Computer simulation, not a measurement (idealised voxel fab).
The following is a process module called voxel local oxidation.
This is section cut - it's 260 nm across, gridded in 5 nm square cells.
Square cells in a grid make up a cross-section in this document, and the grid is given as bands, listed from the top down, each one or more rows of cells.
What a band's entry tells you: where the top is and where the bottom is, as heights in nm, and after that what lies inside, material by material from left to right, each with its width in nm. Empty space is written as the word "air", and a single material marked with the word "everywhere" occupies the band from edge to edge.
The level at which height equals 0 is the one under which the wafer, as it arrives, is entirely one material. No lower edge exists for the bottom band, which continues downward and is notated as in "z 0 and below".
With a width like "30->40", each row of cells in the band differs from the next by the same amount, the top row carrying the first number and the bottom row the second.
Any step labelled "no modifications" changed none of the cells in the cross-section.
"Trapped cavities" contains a list of empty spaces, each no smaller than 8 cells and without an open way to the top, written in the form width x height at distance with the distance from the left edge and all three in nm.
after a step's settings: what the simulator itself notes on the step
You can add "overlay nm" to a step's line. For a step with a mask, it describes how far the mask lay to the right of its planned position, and a negative number describes a lay to the left.

# Below is the list of planned process steps
- 1: RECEIVE: material Si
- 2: OXIDIZE: depth nm 5
- 3: CONFORMAL_DEP: material SiN, thk nm 15
- 4: PATTERN: tone cover, mask id ACTIVE, material resist, width nm 90, pitch nm 125, thk nm 20, overlay nm 0
- 5: DIRECTIONAL_ETCH: etch materials SiN, depth nm 15
- 6: STRIP: etch materials resist
- 7: SELECTIVE_ETCH: etch materials SiO2, depth nm 5
- 8: OXIDIZE: depth nm 15
- 9: STRIP: etch materials SiN
The width nm used in step 4 is not the same on every wafer, whereas the starting condition is; the value printed in the plan is the first wafer's.

# First wafer of several, as received: cross-section after step 1
  z 0 and below: Si everywhere
  Trapped cavities: none

# Each row below is a wafer at the end of the module, listing for every material the number of cells it has gained (+) or lost (-) since it was received, followed by its closed voids
width nm 90; -148 Si; +128 SiO2; Trapped cavities: none
width nm 95; -142 Si; +124 SiO2; Trapped cavities: none
width nm 100; -136 Si; +120 SiO2; Trapped cavities: none
width nm 105; -130 Si; +116 SiO2; Trapped cavities: none
